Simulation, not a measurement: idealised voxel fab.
Process module heading - voxel transistor to metal
Cross-sectional view cut (width: 185 nm; square cell size: 5 nm).
A cross-section in this document is a grid of square cells, and it is written down as bands, the top band listed before the ones below it; a band is made up of one or more rows of cells.
For a band, the entry starts with two heights in nm, that of the top and then that of the bottom, and carries on with the band's materials in order from left to right, each alongside its width in nm; the word "all across" beside a single material means it fills the band edge to edge, and "empty" means empty space.
Ref level 0: as-received wafer is one material below here. Bottom band extends down with no lower bound ("0 and below").
The two numbers in a width such as "30->40" mark its ends across the band: the first belongs to the top row of cells, the second to the bottom row, and from each row to the next the width moves by the same amount.
No cell of the cross-section changed in a step that is given as "no alteration".
"Voids lacking openings": sealed empty spaces, 8 cells or more, no open way to top, listed width x height at distance, with distance from the left edge and width, height and distance in nm.
Read whatever lies past the settings on a step's line as the simulator's own remark about the step.
Steps that use a mask can have "overlay nm" on their line. It says how far the mask sat to the right of where it was meant to be. Negative means to the left.

# Process steps foreseen in the plan
1,RECEIVE (material Si)
2,CONFORMAL_DEP (material SiO2; thk nm 5)
3,CONFORMAL_DEP (material SiN; thk nm 10)
4,PATTERN (tone cover; mask id ACTIVE; material resist; width nm 115; thk nm 20; overlay nm 0)
5,DIRECTIONAL_ETCH (etch materials SiN; depth nm 10)
6,DIRECTIONAL_ETCH (etch materials SiO2; depth nm 5)
7,DIRECTIONAL_ETCH (etch materials Si; depth nm 35)
8,STRIP (etch materials resist)
9,OXIDIZE (depth nm 5)
10,FILL_DEP (material SiO2; thk nm 5)
11,CMP (height nm 15)
12,SELECTIVE_ETCH (etch materials SiO2; depth nm 10)
13,STRIP (etch materials SiN)
14,SELECTIVE_ETCH (etch materials SiO2; depth nm 5)
15,OXIDIZE (depth nm 5)
16,DIRECTIONAL_DEP (material polySi; thk nm 25)
17,DIRECTIONAL_DEP (material SiCN; thk nm 15)
18,MASKED_ETCH (tone cover; mask id GATE; width nm 25; etch materials SiCN; depth nm 25; overlay nm 0)
19,MASKED_ETCH (tone cover; mask id GATE; width nm 25; etch materials polySi; depth nm 35; overlay nm 0)
20,CONFORMAL_DEP (material SiO2; thk nm 5)
21,DIRECTIONAL_ETCH (etch materials SiO2; depth nm 5)
22,CONFORMAL_DEP (material SiN; thk nm 10)
23,DIRECTIONAL_ETCH (etch materials SiN; depth nm 10)
24,DIRECTIONAL_ETCH (etch materials SiO2; depth nm 5)
25,EPI (material pSi; thk nm 5)
26,FILL_DEP (material SiO2; thk nm 10)
27,CMP (height nm 25)
28,STRIP (etch materials polySi)
29,SELECTIVE_ETCH (etch materials SiO2; depth nm 5)
30,CONFORMAL_DEP (material HfO2; thk nm 5)
31,CONFORMAL_DEP (material TiN; thk nm 5)
32,FILL_DEP (material W; thk nm 10)
33,CMP (height nm 20)
34,DIRECTIONAL_DEP (material SiO2; thk nm 15)
35,PATTERN (tone open; mask id CONTACT; material resist; width nm 15; pitch nm 80; thk nm 20; overlay nm 0)
36,DIRECTIONAL_ETCH (etch materials SiO2; depth nm 35)
37,STRIP (etch materials resist)
38,CONFORMAL_DEP (material TiN; thk nm 5)
39,FILL_DEP (material Ru; thk nm 5)
40,CMP (height nm 35)
41,CONFORMAL_DEP (material SiN; thk nm 5)
42,DIRECTIONAL_DEP (material lowk; thk nm 20)
43,MASKED_ETCH (tone open; mask id METAL_1; width nm 15; pitch nm 80; etch materials lowk; depth nm 20; overlay nm 0)
44,MASKED_ETCH (tone open; mask id METAL_1; width nm 15; pitch nm 80; etch materials SiN; depth nm 5; overlay nm 0)
45,CONFORMAL_DEP (material TiN; thk nm 5)
46,FILL_DEP (material Cu; thk nm 10)
47,CMP (height nm 60)
48,CONFORMAL_DEP (material SiN; thk nm 5)

# Shown in cross-section is the wafer as received, that is, as it stands after step 1
  0 and below  Si all across
  Voids lacking openings: none

# Post-module cross-section of the first of two wafers (run per plan)
  65 down to 60  SiN all across
  60 down to 40  lowk: 45 / TiN: 5 / Cu: 5 / TiN: 5 / lowk: 65 / TiN: 5 / Cu: 5 / TiN: 5 / lowk: 45
  40 down to 35  SiN: 45 / TiN: 15 / SiN: 65 / TiN: 15 / SiN: 45
  35 down to 20  SiO2: 45 / TiN: 5 / Ru: 5 / TiN: 5 / SiO2: 65 / TiN: 5 / Ru: 5 / TiN: 5 / SiO2: 45
  20 down to 5  SiO2: 45 / TiN: 5 / Ru: 5 / TiN: 5 / SiO2: 5 / SiN: 10 / HfO2: 5 / TiN: 5 / W: 15 / TiN: 5 / HfO2: 5 / SiN: 10 / SiO2: 5 / TiN: 5 / Ru: 5 / TiN: 5 / SiO2: 45
  5 down to 0  SiO2: 45 / TiN: 15 / SiO2: 5 / SiN: 10 / HfO2: 5 / TiN: 25 / HfO2: 5 / SiN: 10 / SiO2: 5 / TiN: 15 / SiO2: 45
  0 down to -5  SiO2: 35 / pSi: 30 / SiO2: 10 / HfO2: 35 / SiO2: 10 / pSi: 30 / SiO2: 35
  -5 down to -40  SiO2: 40 / Si: 105 / SiO2: 40
  -40 and below  Si all across
  Voids lacking openings: none

# Cross-section, second wafer: same start as the first, same plan as the first, one mistake in running it; taken at the end of the module
  65 down to 60  SiN all across
  60 down to 40  lowk: 45 / TiN: 5 / Cu: 5 / TiN: 5 / lowk: 65 / TiN: 5 / Cu: 5 / TiN: 5 / lowk: 45
  40 down to 35  SiN: 45 / TiN: 15 / SiN: 65 / TiN: 15 / SiN: 45
  35 down to 20  SiO2: 45 / TiN: 5 / Ru: 5 / TiN: 5 / SiO2: 65 / TiN: 5 / Ru: 5 / TiN: 5 / SiO2: 45
  20 down to 10  SiO2: 45 / TiN: 5 / Ru: 5 / TiN: 5 / SiO2: 5 / SiN: 10 / HfO2: 5 / TiN: 5 / W: 15 / TiN: 5 / HfO2: 5 / SiN: 10 / SiO2: 5 / TiN: 5 / Ru: 5 / TiN: 5 / SiO2: 45
  10 down to 5  SiO2: 45 / TiN: 15 / SiO2: 5 / SiN: 10 / HfO2: 5 / TiN: 25 / HfO2: 5 / SiN: 10 / SiO2: 5 / TiN: 15 / SiO2: 45
  5 down to 0  SiO2: 25 / SiN: 10 / pSi: 30 / SiO2: 10 / HfO2: 35 / SiO2: 10 / pSi: 30 / SiN: 10 / SiO2: 25
  0 down to -40  SiO2: 40 / Si: 105 / SiO2: 40
  -40 and below  Si all across
  Voids lacking openings: none
Heads up, the wafer didn't run the way we planned it: order of steps 13 and 14 inverted relative to the plan
Final cells, second wafer relative to first, materials higher or lower: HfO2: 2 fewer, Ru: 2 fewer, Si: 21 more, SiO2: 8 fewer, TiN: 6 fewer, W: 3 fewer
